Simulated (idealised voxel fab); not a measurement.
process module | voxel spacer lines
cross-section cut | 230 nm wide | cells 5 nm
A cross-section is a grid of square cells, given in bands from the top down. A band is one or more rows of cells.
Each band's line starts with the height of the band's top and of its bottom, in nm. Then come its materials from left to right, each with its width in nm. One material with "throughout" fills the band from edge to edge. "air" is empty space.
Height 0 is the level under which the wafer as received is all one material. The lowest band goes on downwards, as in "0 down".
A width such as "30 to 40" changes by the same amount from each row of cells to the next, from the band's top row to its bottom row.
"no change" after a step means that no cell of the cross-section changed.
closed voids: empty space of 8 cells or more with no open way to the top, each as width x height at its distance from the left edge, in nm
after a step's settings: what the simulator itself notes on the step
overlay nm, on a step with a mask: how far to the right of its planned place the mask lay; to the left if negative
plan
1 op RECEIVE | material Si
2 op CONFORMAL_DEP | material Al2O3 | thk nm 10
3 op DIRECTIONAL_DEP | material polySi | thk nm 20
4 op DIRECTIONAL_DEP | material aC | thk nm 30
5 op PATTERN | tone cover | mask id MANDREL | material resist | width nm 20 | pitch nm 70 | thk nm 35 | overlay nm 0
6 op DIRECTIONAL_ETCH | etch materials aC | depth nm 30
7 op STRIP | etch materials resist
8 op CONFORMAL_DEP | material SiO2 | thk nm 15
9 op DIRECTIONAL_ETCH | etch materials SiO2 | depth nm 15
10 op STRIP | etch materials aC
11 op DIRECTIONAL_ETCH | etch materials polySi | depth nm 20
12 op STRIP | etch materials SiO2
13 op FILL_DEP | material SiO2 | thk nm 5
14 op CMP | height nm 30
as received, after step 1
  0 down: Si throughout
  closed voids: none
a wafer at the end: this start, this plan, one mistake
  30 to 10: SiO2 60 | polySi 15 | SiO2 15 | polySi 15 | SiO2 25 | polySi 15 | SiO2 15 | polySi 15 | SiO2 55
  10 to 0: Al2O3 throughout
  0 down: Si throughout
  closed voids: none
what went wrong: step 5 ran as: op PATTERN | tone cover | mask id MANDREL | material resist | width nm 15 | pitch nm 70 | thk nm 35 | overlay nm 0
